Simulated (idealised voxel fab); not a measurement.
Proc. module: voxel plated lines
In the cross-section labelled cut, the width is 200 nm and each square cell is 5 nm.
A cross-section is a grid of square cells, given in bands from the top down. A band is one or more rows of cells. In this notation a band is specified by the heights of its top and bottom, in that order and in nm, after which its materials appear from left to right, each paired with its width in nm. The word "full width" attached to a single material means that material fills the band from edge to edge; the word "air" stands for empty space. For the purposes of this specification, 0 denotes the height below which the wafer in its as-received condition is composed wholly of one material, and the lowermost band, lacking a lower limit, extends downward without end, as expressed in "0 and below". Read "30->40" as a graded width: first number on top, second number at the bottom, same change between each pair of neighbouring rows. "remains unaltered" (step): cross-section cells unchanged, all of them. Heads up: "Entrapped void list" only lists the empty pockets with no open path to the top that are 8 cells or more, and it writes them as width x height at distance, distance from the left edge, in nm. Note: text after step settings on the step line = simulator remark on that step. overlay nm: for a step with a mask, the amount by which the mask lay right of where it was planned; a negative amount means left of it.
[These are the steps we planned for the process]
1) RECEIVE | material Si
2) CONFORMAL_DEP | material SiN | thk nm 5
3) DIRECTIONAL_DEP | material TiN | thk nm 5
4) PATTERN | tone open | mask id LINES | material resist | width nm 25 | pitch nm 45 | thk nm 35 | overlay nm 0
5) EPI | material Ru | thk nm 5
6) EPI | material Ru | thk nm 5
7) EPI | material Ru | thk nm 10
8) STRIP | etch materials resist
9) DIRECTIONAL_ETCH | etch materials TiN | depth nm 5
10) CONFORMAL_DEP | material SiO2 | thk nm 10
[So this is the incoming wafer in cross-section - it's already been through step 1]
  0 and below | Si full width
  Entrapped void list: none
[Cross-section at module end, one run error; start and plan unchanged from above]
  35 down to 25 | air: 30; SiO2: 135; air: 35
  25 down to 20 | air: 30; SiO2: 10; Ru: 25; SiO2: 20; Ru: 25; SiO2: 20; Ru: 25; SiO2: 10; air: 35
  20 down to 10 | SiO2: 40; Ru: 25; SiO2: 20; Ru: 25; SiO2: 20; Ru: 25; SiO2: 45
  10 down to 5 | TiN full width
  5 down to 0 | SiN full width
  0 and below | Si full width
  Entrapped void list: none
The plan and the run diverged here: planned and actual differ for step 9; actual: DIRECTIONAL_ETCH | etch materials Ru | depth nm 5
